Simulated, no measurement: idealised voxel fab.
You're looking at the process module voxel spacer lines.
Shown is cross-section cut, with a width of 290 nm and square cells of size 5 nm.
This document writes a cross-section as a grid whose cells are square, and gives it as bands, listed from the top down; one or more rows of cells form a band. The band entry comprises the height of the band's top followed by the height of its bottom, expressed in nm, and subsequently the band's materials from left to right, each stated together with its width in nm. Where a single material is marked with the word "full width", that material fills the band from edge to edge. The word "empty" represents empty space. Heights are expressed relative to 0, this being the level below which the as-received wafer comprises one material exclusively. The lowest band is unbounded in the downward direction and is denoted as in "top 0, no bottom". The width entry "30 to 40" should be interpreted row by row: the top row of cells in the band takes the first number, the bottom row takes the second number, and the change between adjacent rows is uniform throughout. Reading "remained unchanged" for a step: not a cell of the cross-section changed in it. "Enclosed void entries" enumerates empty spaces isolated from the top, with no open way to it, that contain at least 8 cells, giving each as width x height at distance from the left edge, all three in nm. Post-settings text on a step line: simulator's own remark regarding the step. "overlay nm", when on a step's line for a step with a mask, measures how far to the right of its planned place the mask lay; a negative measure means to the left.

[Process steps foreseen in the plan]
step 1: RECEIVE (material Si)
step 2: CONFORMAL_DEP (material Al2O3; thk nm 10)
step 3: DIRECTIONAL_DEP (material W; thk nm 15)
step 4: DIRECTIONAL_DEP (material aC; thk nm 25)
step 5: PATTERN (tone cover; mask id MANDREL; material resist; width nm 25; pitch nm 80; thk nm 30; overlay nm 0)
step 6: DIRECTIONAL_ETCH (etch materials aC; depth nm 25)
step 7: STRIP (etch materials resist)
step 8: CONFORMAL_DEP (material SiN; thk nm 15)
step 9: DIRECTIONAL_ETCH (etch materials SiN; depth nm 15)
step 10: STRIP (etch materials aC)
step 11: DIRECTIONAL_ETCH (etch materials W; depth nm 15)
step 12: STRIP (etch materials SiN)

[Wafer as received: cross-section following step 1]
top 0, no bottom: Si full width
Enclosed void entries: none

[End-of-module cross-section of the first of two wafers, processed as planned]
top 25, bottom 10: empty 75, then W 15, then empty 25, then W 15, then empty 25, then W 15, then empty 25, then W 15, then empty 80
top 10, bottom 0: Al2O3 full width
top 0, no bottom: Si full width
Enclosed void entries: none

[What the second wafer looks like in cross-section once the module is done. Its start and its plan matched the first wafer's exactly; what differed was one mistake in how it was run]
top 25, bottom 10: empty 90, then W 25, then empty 55, then W 25, then empty 95
top 10, bottom 0: Al2O3 full width
top 0, no bottom: Si full width
Enclosed void entries: none
Plan not followed: for step 5, the planned setting was not used; the step was instead run as PATTERN (tone open; mask id MANDREL; material resist; width nm 25; pitch nm 80; thk nm 30; overlay nm 0)
Wafer comparison, final, in cells, second relative to first, materials more or fewer: W -6
